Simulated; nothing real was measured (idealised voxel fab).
process module | voxel wiring stack
cross-section cut | 285 nm wide | cells 5 nm
A cross-section is a grid of square cells, given in bands from the top down. A band is one or more rows of cells.
Each band's line starts with the height of the band's top and of its bottom, in nm. Then come its materials from left to right, each with its width in nm. One material with "throughout" fills the band from edge to edge. "air" is empty space.
Height 0 is the level under which the wafer as received is all one material. The lowest band goes on downwards, as in "0 down".
A width such as "30 to 40" changes by the same amount from each row of cells to the next, from the band's top row to its bottom row.
"no change" after a step means that no cell of the cross-section changed.
closed voids: empty space of 8 cells or more with no open way to the top, each as width x height at its distance from the left edge, in nm
after a step's settings: what the simulator itself notes on the step
overlay nm, on a step with a mask: how far to the right of its planned place the mask lay; to the left if negative
plan
1 op RECEIVE | material Si
2 op CONFORMAL_DEP | material SiO2 | thk nm 15
3 op CONFORMAL_DEP | material SiCN | thk nm 5
4 op DIRECTIONAL_DEP | material SiO2 | thk nm 25
5 op PATTERN | tone open | mask id METAL_1 | material resist | width nm 25 | pitch nm 45 | thk nm 20 | overlay nm 0
6 op DIRECTIONAL_ETCH | etch materials SiO2 | depth nm 25
7 op DIRECTIONAL_ETCH | etch materials SiCN | depth nm 5
8 op STRIP | etch materials resist
9 op CONFORMAL_DEP | material TiN | thk nm 5
10 op FILL_DEP | material Cu | thk nm 10
11 op CMP | height nm 45
12 op CONFORMAL_DEP | material SiCN | thk nm 5
13 op DIRECTIONAL_DEP | material lowk | thk nm 35
14 op PATTERN | tone open | mask id METAL_2 | material resist | width nm 25 | pitch nm 45 | thk nm 15 | overlay nm 0
15 op DIRECTIONAL_ETCH | etch materials lowk | depth nm 20
16 op STRIP | etch materials resist
17 op MASKED_ETCH | tone open | mask id METAL_2_HOLES | width nm 15 | etch materials lowk | depth nm 15 | overlay nm 0
18 op MASKED_ETCH | tone open | mask id METAL_2_HOLES | width nm 15 | etch materials SiCN | depth nm 5 | overlay nm 0
19 op CONFORMAL_DEP | material TiN | thk nm 5
20 op FILL_DEP | material Ru | thk nm 10
21 op CMP | height nm 85
22 op CONFORMAL_DEP | material SiN | thk nm 5
as received, after step 1
  0 down: Si throughout
  closed voids: none
first wafer at the end, as planned
  90 to 85: SiN throughout
  85 to 70: lowk 105 | TiN 5 | Ru 15 | TiN 5 | lowk 20 | TiN 5 | Ru 15 | TiN 5 | lowk 110
  70 to 65: lowk 105 | TiN 5 | Ru 5 | TiN 15 | lowk 20 | TiN 25 | lowk 110
  65 to 50: lowk 105 | TiN 5 | Ru 5 | TiN 5 | lowk 165
  50 to 45: SiCN 105 | TiN 15 | SiCN 165
  45 to 20: SiO2 105 | TiN 5 | Cu 15 | TiN 5 | SiO2 20 | TiN 5 | Cu 15 | TiN 5 | SiO2 110
  20 to 15: SiCN 105 | TiN 25 | SiCN 20 | TiN 25 | SiCN 110
  15 to 0: SiO2 throughout
  0 down: Si throughout
  closed voids: none
second wafer at the end: like start, like plan, one mistake
  90 to 85: SiN throughout
  85 to 70: lowk 105 | TiN 5 | Ru 15 | TiN 5 | lowk 20 | TiN 5 | Ru 15 | TiN 5 | lowk 110
  70 to 65: lowk 105 | TiN 5 | Ru 5 | TiN 15 | lowk 20 | TiN 25 | lowk 110
  65 to 50: lowk 105 | TiN 5 | Ru 5 | TiN 5 | lowk 165
  50 to 45: SiCN 105 | TiN 15 | SiCN 165
  45 to 20: Cu 100 | TiN 5 | SiO2 25 | TiN 5 | Cu 10 | TiN 5 | SiO2 25 | TiN 5 | Cu 105
  20 to 15: TiN 105 | SiCN 25 | TiN 20 | SiCN 25 | TiN 110
  15 to 0: SiO2 throughout
  0 down: Si throughout
  closed voids: none
what went wrong: step 5 ran as: op PATTERN | tone cover | mask id METAL_1 | material resist | width nm 25 | pitch nm 45 | thk nm 20 | overlay nm 0
at the end the second wafer has, in cells: 185 more of Cu | 37 fewer of SiCN | 185 fewer of SiO2 | 37 more of TiN
